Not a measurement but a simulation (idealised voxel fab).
The following is a process module called voxel capacitor over wiring.
The width of the displayed cross-section, cut, is 225 nm; its cells are square, with a size of 5 nm.
A cross-section is written here as square cells arranged in a grid, and it is given in bands from the top down, each band taking up one or more rows of cells. This entry defines a band. It first specifies the height of the band's top and the height of its bottom in nm, and then specifies the band's materials from left to right, stating each material with its width in nm. The word "full width" identifies a single material that fills the band from edge to edge, while the word "air" identifies empty space. Measure heights from 0. That's the level where, below it, the as-received wafer is all one material. The lowest band is bottomless and extends downward; write it as in "0 -> down". Width "30->40": first value at the band's top row of cells, second value at its bottom row, equal change from row to row. A step reported as "no alterations made" is a step in which no cell of the cross-section changed. Each empty space that has no open way to the top and spans at least 8 cells appears under "Tabulated closed voids" as width x height at distance, the distance counted from the left edge, all in nm. Text after the settings on a step's line: the simulator's own remark on that step. "overlay nm", when on a step's line for a step with a mask, measures how far to the right of its planned place the mask lay; a negative measure means to the left.

## These are the steps we planned for the process
1) RECEIVE: material Si
2) CONFORMAL_DEP: material SiO2, thk nm 15
3) CONFORMAL_DEP: material SiCN, thk nm 5
4) DIRECTIONAL_DEP: material SiO2, thk nm 20
5) MASKED_ETCH: tone open, mask id METAL_1, width nm 30, pitch nm 90, etch materials SiO2, depth nm 20, overlay nm 0
6) MASKED_ETCH: tone open, mask id METAL_1, width nm 30, pitch nm 90, etch materials SiCN, depth nm 5, overlay nm 0
7) CONFORMAL_DEP: material TiN, thk nm 5
8) FILL_DEP: material Cu, thk nm 10
9) CMP: height nm 40
10) CONFORMAL_DEP: material SiCN, thk nm 5
11) DIRECTIONAL_DEP: material lowk, thk nm 15
12) DIRECTIONAL_DEP: material aC, thk nm 10
13) PATTERN: tone open, mask id PLUG_1, material resist, width nm 15, thk nm 30, overlay nm 0
14) DIRECTIONAL_ETCH: etch materials aC, depth nm 10
15) STRIP: etch materials resist
16) DIRECTIONAL_ETCH: etch materials lowk, depth nm 15
17) DIRECTIONAL_ETCH: etch materials SiCN, depth nm 5
18) STRIP: etch materials aC
19) CONFORMAL_DEP: material TiN, thk nm 5
20) FILL_DEP: material Ru, thk nm 5
21) CMP: height nm 60
22) DIRECTIONAL_DEP: material TiN, thk nm 5
23) DIRECTIONAL_DEP: material SiN, thk nm 5
24) DIRECTIONAL_DEP: material TiN, thk nm 5
25) DIRECTIONAL_DEP: material aC, thk nm 10
26) PATTERN: tone cover, mask id UPPER_PLATE, material resist, width nm 65, thk nm 25, overlay nm 0
27) DIRECTIONAL_ETCH: etch materials aC, depth nm 10
28) STRIP: etch materials resist
29) DIRECTIONAL_ETCH: etch materials TiN, depth nm 5
30) DIRECTIONAL_ETCH: etch materials SiN, depth nm 5
31) STRIP: etch materials aC
32) MASKED_ETCH: tone cover, mask id LOWER_PLATE, width nm 75, etch materials TiN, depth nm 5, overlay nm 0
33) FILL_DEP: material SiO2, thk nm 20
34) CMP: height nm 90
35) PATTERN: tone open, mask id PLUG_2, material resist, width nm 15, thk nm 20, overlay nm 0
36) DIRECTIONAL_ETCH: etch materials SiO2, depth nm 15
37) STRIP: etch materials resist
38) CONFORMAL_DEP: material TiN, thk nm 5
39) FILL_DEP: material Ru, thk nm 5
40) CMP: height nm 90
41) CONFORMAL_DEP: material SiCN, thk nm 5

## As-received wafer cross-section (after step 1)
- 0 -> down: Si full width
- Tabulated closed voids: none

## First wafer of two, sectioned at end of module; run went per plan
- 95 -> 90: SiCN full width
- 90 -> 80: SiO2 75, TiN 5, Ru 5, TiN 5, SiO2 135
- 80 -> 70: SiO2 75->65, TiN 15->65, SiO2 135->95
- 70 -> 65: SiO2 65, SiN 65, SiO2 95
- 65 -> 60: SiO2 60, TiN 75, SiO2 90
- 60 -> 45: lowk 65, TiN 5, Ru 5, TiN 5, lowk 145
- 45 -> 40: SiCN 65, TiN 15, SiCN 145
- 40 -> 20: SiO2 50, TiN 5, Cu 20, TiN 5, SiO2 60, TiN 5, Cu 20, TiN 5, SiO2 55
- 20 -> 15: SiCN 50, TiN 30, SiCN 60, TiN 30, SiCN 55
- 15 -> 0: SiO2 full width
- 0 -> down: Si full width
- Tabulated closed voids: none

## Cross-section of the latter of the two wafers at module completion. It had an identical start and an identical plan to the former; in running it, one mistake was made
- 95 -> 90: SiCN full width
- 90 -> 80: SiO2 75, TiN 5, Ru 5, TiN 5, SiO2 135
- 80 -> 70: SiO2 75->65, TiN 15->65, SiO2 135->95
- 70 -> 65: SiO2 65, SiN 65, SiO2 95
- 65 -> 60: SiO2 60, TiN 75, SiO2 90
- 60 -> 45: lowk 65, TiN 5, Ru 5, TiN 5, lowk 145
- 45 -> 40: SiCN 65, TiN 15, SiCN 145
- 40 -> 20: lowk full width
- 20 -> 15: SiCN full width
- 15 -> 0: SiO2 full width
- 0 -> down: Si full width
- Tabulated closed voids: none
Which mistake was made when the wafer was run? step 4 ran with different settings than intended, the actual operation and settings being DIRECTIONAL_DEP: material lowk, thk nm 20
The closing comparison, in cells, has the second wafer with more or fewer of some materials than the first: Cu -32 | SiCN +12 | SiO2 -132 | TiN -28 | lowk +180
